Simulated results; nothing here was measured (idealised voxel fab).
process module | voxel fin reveal
cross-section cut | 295 nm wide | cells 5 nm
A cross-section is a grid of square cells, given in bands from the top down. A band is one or more rows of cells.
Each band's line starts with the height of the band's top and of its bottom, in nm. Then come its materials from left to right, each with its width in nm. One material with "throughout" fills the band from edge to edge. "air" is empty space.
Height 0 is the level under which the wafer as received is all one material. The lowest band goes on downwards, as in "0 down".
A width such as "30 to 40" changes by the same amount from each row of cells to the next, from the band's top row to its bottom row.
"no change" after a step means that no cell of the cross-section changed.
closed voids: empty space of 8 cells or more with no open way to the top, each as width x height at its distance from the left edge, in nm
after a step's settings: what the simulator itself notes on the step
overlay nm, on a step with a mask: how far to the right of its planned place the mask lay; to the left if negative
plan
1 op RECEIVE | material Si
2 op CONFORMAL_DEP | material SiN | thk nm 10
3 op DIRECTIONAL_DEP | material aC | thk nm 10
4 op PATTERN | tone cover | mask id FINS | material resist | width nm 15 | pitch nm 45 | thk nm 30 | overlay nm 0
5 op DIRECTIONAL_ETCH | etch materials aC | depth nm 10
6 op STRIP | etch materials resist
7 op DIRECTIONAL_ETCH | etch materials SiN | depth nm 10
8 op DIRECTIONAL_ETCH | etch materials Si | depth nm 40
9 op STRIP | etch materials aC
10 op FILL_DEP | material SiO2 | thk nm 5
11 op CMP | height nm 10
12 op SELECTIVE_ETCH | etch materials SiO2 | depth nm 25
13 op STRIP | etch materials SiN
first wafer, as planned
as received, after step 1
  0 down: Si throughout
  closed voids: none
after step 2
  10 to 0: SiN throughout
  below 0: unchanged
after step 3
  20 to 10: aC throughout
  below 10: unchanged
after step 4
  50 to 20: air 70 | resist 15 | air 30 | resist 15 | air 30 | resist 15 | air 30 | resist 15 | air 75
  below 20: unchanged
after step 5
  40 to 20: air 70 | resist 15 | air 30 | resist 15 | air 30 | resist 15 | air 30 | resist 15 | air 75
  20 to 10: air 70 | aC 15 | air 30 | aC 15 | air 30 | aC 15 | air 30 | aC 15 | air 75
  below 10: unchanged
after step 6
  20 to 10: air 70 | aC 15 | air 30 | aC 15 | air 30 | aC 15 | air 30 | aC 15 | air 75
  below 10: unchanged
after step 7
  20 to 10: air 70 | aC 15 | air 30 | aC 15 | air 30 | aC 15 | air 30 | aC 15 | air 75
  10 to 0: air 70 | SiN 15 | air 30 | SiN 15 | air 30 | SiN 15 | air 30 | SiN 15 | air 75
  below 0: unchanged
after step 8
  20 to 10: air 70 | aC 15 | air 30 | aC 15 | air 30 | aC 15 | air 30 | aC 15 | air 75
  10 to 0: air 70 | SiN 15 | air 30 | SiN 15 | air 30 | SiN 15 | air 30 | SiN 15 | air 75
  0 to -40: air 70 | Si 15 | air 30 | Si 15 | air 30 | Si 15 | air 30 | Si 15 | air 75
  below -40: unchanged
after step 9
  10 to 0: air 70 | SiN 15 | air 30 | SiN 15 | air 30 | SiN 15 | air 30 | SiN 15 | air 75
  below 0: unchanged
after step 10
  15 to 10: SiO2 throughout
  10 to 0: SiO2 70 | SiN 15 | SiO2 30 | SiN 15 | SiO2 30 | SiN 15 | SiO2 30 | SiN 15 | SiO2 75
  0 to -40: SiO2 70 | Si 15 | SiO2 30 | Si 15 | SiO2 30 | Si 15 | SiO2 30 | Si 15 | SiO2 75
  below -40: unchanged
after step 11
  10 to 0: SiO2 70 | SiN 15 | SiO2 30 | SiN 15 | SiO2 30 | SiN 15 | SiO2 30 | SiN 15 | SiO2 75
  below 0: unchanged
after step 12
  10 to 0: air 70 | SiN 15 | air 30 | SiN 15 | air 30 | SiN 15 | air 30 | SiN 15 | air 75
  0 to -15: air 70 | Si 15 | air 30 | Si 15 | air 30 | Si 15 | air 30 | Si 15 | air 75
  below -15: unchanged
after step 13
  0 to -15: air 70 | Si 15 | air 30 | Si 15 | air 30 | Si 15 | air 30 | Si 15 | air 75
  below -15: unchanged
second wafer: like start, like plan, one mistake. Through step 7 it matches the first wafer
when step 8 should have ended
  20 to 10: air 70 | aC 15 | air 30 | aC 15 | air 30 | aC 15 | air 30 | aC 15 | air 75
  10 to 0: air 70 | SiN 15 | air 30 | SiN 15 | air 30 | SiN 15 | air 30 | SiN 15 | air 75
  0 to -45: air 70 | Si 15 | air 30 | Si 15 | air 30 | Si 15 | air 30 | Si 15 | air 75
  below -45: unchanged
when step 9 should have ended
  10 to 0: air 70 | SiN 15 | air 30 | SiN 15 | air 30 | SiN 15 | air 30 | SiN 15 | air 75
  below 0: unchanged
when step 10 should have ended
  15 to 10: SiO2 throughout
  10 to 0: SiO2 70 | SiN 15 | SiO2 30 | SiN 15 | SiO2 30 | SiN 15 | SiO2 30 | SiN 15 | SiO2 75
  0 to -45: SiO2 70 | Si 15 | SiO2 30 | Si 15 | SiO2 30 | Si 15 | SiO2 30 | Si 15 | SiO2 75
  below -45: unchanged
when step 11 should have ended
  10 to 0: SiO2 70 | SiN 15 | SiO2 30 | SiN 15 | SiO2 30 | SiN 15 | SiO2 30 | SiN 15 | SiO2 75
  below 0: unchanged
when step 12 should have ended
  10 to 0: air 70 | SiN 15 | air 30 | SiN 15 | air 30 | SiN 15 | air 30 | SiN 15 | air 75
  0 to -15: air 70 | Si 15 | air 30 | Si 15 | air 30 | Si 15 | air 30 | Si 15 | air 75
  below -15: unchanged
when step 13 should have ended
  0 to -15: air 70 | Si 15 | air 30 | Si 15 | air 30 | Si 15 | air 30 | Si 15 | air 75
  below -15: unchanged
what went wrong: step 8 ran as: op DIRECTIONAL_ETCH | etch materials Si | depth nm 45
at the end the second wafer has, in cells: 47 fewer of Si | 47 more of SiO2
